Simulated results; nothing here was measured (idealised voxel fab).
Proc. module: voxel plated lines
Displayed cross-section: cut, width of 240 nm, square cells sized 5 nm.
Cross-section = grid of square cells, listed top down in bands; band = one or more rows.
Each band's line starts with the height of the band's top and of its bottom, in nm. Then come its materials from left to right, each with its width in nm. One material with "throughout" fills the band from edge to edge. "air" is empty space.
Ref level 0: as-received wafer is one material below here. Bottom band extends down with no lower bound ("0 and below").
A width such as "30 to 40" changes by the same amount from each row of cells to the next, from the band's top row to its bottom row.
"changes: none", as given for a step, is the statement that not any cell of the cross-section underwent a change during that step.
Empty spaces without an open route to the top, at least 8 cells in extent, make up the entry "Sealed void listing"; each is given as width x height at distance, where the distance is measured from the left edge, and all are in nm.
Read whatever lies past the settings on a step's line as the simulator's own remark about the step.
On any step carrying a mask, the "overlay nm" setting, if present on the step's line, tells how far right of its planned place the mask lay; negative values point to the left.
[These are the steps we planned for the process]
1) RECEIVE: material Si
2) CONFORMAL_DEP: material SiN, thk nm 15
3) DIRECTIONAL_DEP: material TiN, thk nm 5
4) PATTERN: tone open, mask id LINES, material resist, width nm 20, pitch nm 50, thk nm 35, overlay nm 0
5) EPI: material Ru, thk nm 5
6) EPI: material Ru, thk nm 5
7) EPI: material Ru, thk nm 10
8) STRIP: etch materials resist
9) DIRECTIONAL_ETCH: etch materials TiN, depth nm 5
10) CONFORMAL_DEP: material SiN, thk nm 10
[Incoming wafer in cross-section (state: after step 1)]
- 0 and below: Si throughout
- Sealed void listing: none
[Run as planned - first of the two wafers cross-sectioned at the end of the module]
- 50 down to 40: air (50) | SiN (40) | air (10) | SiN (40) | air (10) | SiN (40) | air (50)
- 40 down to 25: air (50) | SiN (10) | Ru (20) | SiN (10) | air (10) | SiN (10) | Ru (20) | SiN (10) | air (10) | SiN (10) | Ru (20) | SiN (10) | air (50)
- 25 down to 20: SiN (60) | Ru (20) | SiN (30) | Ru (20) | SiN (30) | Ru (20) | SiN (60)
- 20 down to 15: SiN (60) | TiN (20) | SiN (30) | TiN (20) | SiN (30) | TiN (20) | SiN (60)
- 15 down to 0: SiN throughout
- 0 and below: Si throughout
- Sealed void listing: none
[Wafer two, sectioned after the module: the first wafer's start, the first wafer's plan, and one mistake in how it was run]
- 50 down to 40: air (45) | SiN (150) | air (45)
- 40 down to 25: air (45) | SiN (10) | Ru (30) | SiN (20) | Ru (30) | SiN (20) | Ru (30) | SiN (10) | air (45)
- 25 down to 20: SiN (55) | Ru (30) | SiN (20) | Ru (30) | SiN (20) | Ru (30) | SiN (55)
- 20 down to 15: SiN (55) | TiN (30) | SiN (20) | TiN (30) | SiN (20) | TiN (30) | SiN (55)
- 15 down to 0: SiN throughout
- 0 and below: Si throughout
- Sealed void listing: none
Short version of what went wrong: in deviation from the planned setting, step 4 was conducted as PATTERN: tone open, mask id LINES, material resist, width nm 30, pitch nm 50, thk nm 35, overlay nm 0
End check, counted in cells, second wafer has more or fewer of these materials than the first: 24 more of Ru, 6 more of TiN
